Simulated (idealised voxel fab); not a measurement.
voxel capacitor over wiring: a process module
It is cross-section cut that appears here, measuring 220 nm in width, its square cells being 5 nm in size.
If you're reading a cross-section in this doc, picture square cells in a grid; it comes to you as bands, top ones listed first down to the bottom, and a band can be one or more rows of cells. Heads up on the band format: heights come first, top then bottom, in nm. After that it's the materials left to right, each with its width in nm. A single material flagged "everywhere" fills the whole band edge to edge, and "empty" means there's empty space there. We count height from 0. Below that, the starting wafer is all one material. The lowest band never ends at the bottom but goes on down; see "z 0 and below" for how that is written. A width such as "30..40" changes by the same amount from each row of cells to the next, from the band's top row to its bottom row. "everything unchanged" for a step: no cell of the cross-section changed in that step. Closed empty spaces (no open way to the top) of 8 cells or more are what "Closed void catalog" lists, each as width x height at distance from the left edge, nm for all three. If you see something after the settings on a step's line, that's the simulator's own remark about that step. overlay nm: step with mask; distance mask lay right of planned place; negative value = left of planned place.

## Steps planned for the process
step 1: RECEIVE [material Si]
step 2: CONFORMAL_DEP [material SiO2] [thk nm 15]
step 3: DIRECTIONAL_DEP [material TiN] [thk nm 5]
step 4: DIRECTIONAL_DEP [material Ru] [thk nm 15]
step 5: DIRECTIONAL_DEP [material aC] [thk nm 10]
step 6: PATTERN [tone cover] [mask id METAL_1] [material resist] [width nm 25] [pitch nm 85] [thk nm 30] [overlay nm 0]
step 7: DIRECTIONAL_ETCH [etch materials aC] [depth nm 10]
step 8: STRIP [etch materials resist]
step 9: DIRECTIONAL_ETCH [etch materials Ru] [depth nm 15]
step 10: DIRECTIONAL_ETCH [etch materials TiN] [depth nm 5]
step 11: STRIP [etch materials aC]
step 12: CONFORMAL_DEP [material SiN] [thk nm 5]
step 13: FILL_DEP [material SiO2] [thk nm 5]
step 14: CMP [height nm 35]
step 15: CONFORMAL_DEP [material SiCN] [thk nm 5]
step 16: DIRECTIONAL_DEP [material lowk] [thk nm 20]
step 17: PATTERN [tone open] [mask id PLUG_1] [material resist] [width nm 15] [thk nm 15] [overlay nm 0]
step 18: DIRECTIONAL_ETCH [etch materials lowk] [depth nm 20]
step 19: DIRECTIONAL_ETCH [etch materials SiCN] [depth nm 5]
step 20: STRIP [etch materials resist]
step 21: EPI [material Ru] [thk nm 10]
step 22: EPI [material Ru] [thk nm 10]
step 23: EPI [material Ru] [thk nm 5]
step 24: DIRECTIONAL_DEP [material TiN] [thk nm 10]
step 25: DIRECTIONAL_DEP [material Al2O3] [thk nm 5]
step 26: DIRECTIONAL_DEP [material TiN] [thk nm 5]
step 27: MASKED_ETCH [tone cover] [mask id UPPER_PLATE] [width nm 65] [etch materials TiN] [depth nm 5] [overlay nm 0]
step 28: MASKED_ETCH [tone cover] [mask id UPPER_PLATE] [width nm 65] [etch materials Al2O3] [depth nm 5] [overlay nm 0]
step 29: PATTERN [tone cover] [mask id LOWER_PLATE] [material resist] [width nm 75] [thk nm 20] [overlay nm 0]
step 30: DIRECTIONAL_ETCH [etch materials TiN] [depth nm 10]
step 31: STRIP [etch materials resist]
step 32: FILL_DEP [material SiO2] [thk nm 15]
step 33: CMP [height nm 90]
step 34: DIRECTIONAL_DEP [material aC] [thk nm 10]
step 35: PATTERN [tone open] [mask id PLUG_2] [material resist] [width nm 15] [thk nm 30] [overlay nm 0]
step 36: DIRECTIONAL_ETCH [etch materials aC] [depth nm 10]
step 37: STRIP [etch materials resist]
step 38: DIRECTIONAL_ETCH [etch materials SiO2] [depth nm 10]
step 39: STRIP [etch materials aC]
step 40: CONFORMAL_DEP [material TiN] [thk nm 5]
step 41: FILL_DEP [material W] [thk nm 5]
step 42: CMP [height nm 90]
step 43: CONFORMAL_DEP [material SiCN] [thk nm 5]

## Step 1 complete: cross-section of the wafer as received
  z 0 and below = Si everywhere
  Closed void catalog: none

## a wafer at the end: this start, this plan, one mistake
  z 95 to 90 = SiCN everywhere
  z 90 to 85 = SiO2 (75)  TiN (5)  W (5)  TiN (5)  SiO2 (130)
  z 85 to 75 = SiO2 (75..65)  TiN (15..65)  SiO2 (130..90)
  z 75 to 70 = SiO2 (65)  Al2O3 (75)  SiO2 (80)
  z 70 to 60 = SiO2 (60)  TiN (80)  SiO2 (80)
  z 60 to 40 = lowk (65)  Ru (15)  lowk (140)
  z 40 to 35 = SiCN (65)  Ru (15)  SiCN (140)
  z 35 to 20 = SiO2 (50)  SiN (5)  Ru (25)  SiN (5)  SiO2 (50)  SiN (5)  Ru (25)  SiN (5)  SiO2 (50)
  z 20 to 15 = SiN (55)  TiN (25)  SiN (60)  TiN (25)  SiN (55)
  z 15 to 0 = SiO2 everywhere
  z 0 and below = Si everywhere
  Closed void catalog: none
Finding, execution versus plan: so step 28 ended up running with a different setting than we planned, it ran as MASKED_ETCH [tone cover] [mask id UPPER_PLATE] [width nm 65] [etch materials Al2O3] [depth nm 5] [overlay nm 10]
